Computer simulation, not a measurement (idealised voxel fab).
The process module presented herein is designated voxel capacitor over wiring.
This is section cut - it's 260 nm across, gridded in 5 nm square cells.
In what follows, cross-sections appear as grids of square cells, described through bands that run from the top down, where every band is one or more rows of cells. Basically the band line says how high the top is and how high the bottom is, in nm, and then what's in it from left to right, every material with its width in nm. Empty space shows up as "empty", and if a single material carries "edge to edge" it runs the full band edge to edge. Heights are measured from 0, the level below which the as-received wafer is all one material; the lowest band has no bottom and continues downward, written as in "0..down". Quick explanation for "30->40": the width changes in equal steps down the rows of cells, from the first number in the band's top row to the second number in its bottom row. Where a step carries "left unchanged", the cross-section came out of it unchanged, cell for cell. This entry, "Sealed internal cavities", enumerates those empty regions of no fewer than 8 cells that possess no open connection to the top. Each region is reported in the form width x height at distance, the distance being taken from the left edge, with all three quantities expressed in nm. The remark found on a step's line after its settings is issued by the simulator itself and pertains to that step. "overlay nm", when on a step's line for a step with a mask, measures how far to the right of its planned place the mask lay; a negative measure means to the left.

-- These are the steps we planned for the process
1. RECEIVE,material Si
2. CONFORMAL_DEP,material SiO2,thk nm 15
3. DIRECTIONAL_DEP,material TiN,thk nm 5
4. DIRECTIONAL_DEP,material Ru,thk nm 25
5. PATTERN,tone cover,mask id METAL_1,material resist,width nm 25,pitch nm 95,thk nm 15,overlay nm 0
6. DIRECTIONAL_ETCH,etch materials Ru,depth nm 25
7. DIRECTIONAL_ETCH,etch materials TiN,depth nm 5
8. STRIP,etch materials resist
9. FILL_DEP,material SiO2,thk nm 5
10. CMP,height nm 45
11. CONFORMAL_DEP,material SiCN,thk nm 5
12. DIRECTIONAL_DEP,material SiO2,thk nm 10
13. DIRECTIONAL_DEP,material aC,thk nm 10
14. PATTERN,tone open,mask id PLUG_1,material resist,width nm 15,thk nm 25,overlay nm 0
15. DIRECTIONAL_ETCH,etch materials aC,depth nm 10
16. STRIP,etch materials resist
17. DIRECTIONAL_ETCH,etch materials SiO2,depth nm 10
18. DIRECTIONAL_ETCH,etch materials SiCN,depth nm 5
19. STRIP,etch materials aC
20. EPI,material Ru,thk nm 10
21. EPI,material Ru,thk nm 5
22. DIRECTIONAL_DEP,material TiN,thk nm 5
23. DIRECTIONAL_DEP,material Al2O3,thk nm 5
24. DIRECTIONAL_DEP,material TiN,thk nm 5
25. MASKED_ETCH,tone cover,mask id UPPER_PLATE,width nm 75,etch materials TiN,depth nm 5,overlay nm 0
26. MASKED_ETCH,tone cover,mask id UPPER_PLATE,width nm 75,etch materials Al2O3,depth nm 5,overlay nm 0
27. DIRECTIONAL_DEP,material aC,thk nm 15
28. PATTERN,tone cover,mask id LOWER_PLATE,material resist,width nm 85,thk nm 30,overlay nm 0
29. DIRECTIONAL_ETCH,etch materials aC,depth nm 15
30. STRIP,etch materials resist
31. DIRECTIONAL_ETCH,etch materials TiN,depth nm 5
32. STRIP,etch materials aC
33. FILL_DEP,material SiO2,thk nm 15
34. CMP,height nm 85
35. MASKED_ETCH,tone open,mask id PLUG_2,width nm 15,etch materials SiO2,depth nm 10,overlay nm 0
36. CONFORMAL_DEP,material TiN,thk nm 5
37. FILL_DEP,material W,thk nm 5
38. CMP,height nm 85
39. CONFORMAL_DEP,material SiN,thk nm 5

-- Received-state cross-section, reflecting completion of step 1
	0..down  Si edge to edge
	Sealed internal cavities: none

-- Run as planned - first of the two wafers cross-sectioned at the end of the module
	90..85  SiN edge to edge
	85..80  SiO2=90; TiN=5; W=5; TiN=5; SiO2=155
	80..70  SiO2=90->80; TiN=15->75; SiO2=155->105
	70..65  SiO2=80; Al2O3=75; SiO2=105
	65..60  SiO2=75; TiN=85; SiO2=100
	60..50  SiO2=80; Ru=15; SiO2=165
	50..45  SiCN=80; Ru=15; SiCN=165
	45..20  SiO2=70; Ru=25; SiO2=70; Ru=25; SiO2=70
	20..15  SiO2=70; TiN=25; SiO2=70; TiN=25; SiO2=70
	15..0  SiO2 edge to edge
	0..down  Si edge to edge
	Sealed internal cavities: none

-- This cross-section belongs to the second wafer of two at the end of the module; the start and the plan were shared with the first, and the run included one mistake
	90..85  SiN edge to edge
	85..80  SiO2=90; TiN=5; W=5; TiN=5; SiO2=155
	80..70  SiO2=90->75; TiN=15->85; SiO2=155->100
	70..65  SiO2=75; Al2O3=85; SiO2=100
	65..60  SiO2=75; TiN=85; SiO2=100
	60..50  SiO2=80; Ru=15; SiO2=165
	50..45  SiCN=80; Ru=15; SiCN=165
	45..20  SiO2=70; Ru=25; SiO2=70; Ru=25; SiO2=70
	20..15  SiO2=70; TiN=25; SiO2=70; TiN=25; SiO2=70
	15..0  SiO2 edge to edge
	0..down  Si edge to edge
	Sealed internal cavities: none
What went wrong in running the wafer? step 25 changed vs plan, executed as MASKED_ETCH,tone cover,mask id UPPER_PLATE,width nm 85,etch materials TiN,depth nm 5,overlay nm 0
Final tally in cells, some materials are higher or lower on the second wafer than on the first: Al2O3: 2 more | SiO2: 4 fewer | TiN: 2 more
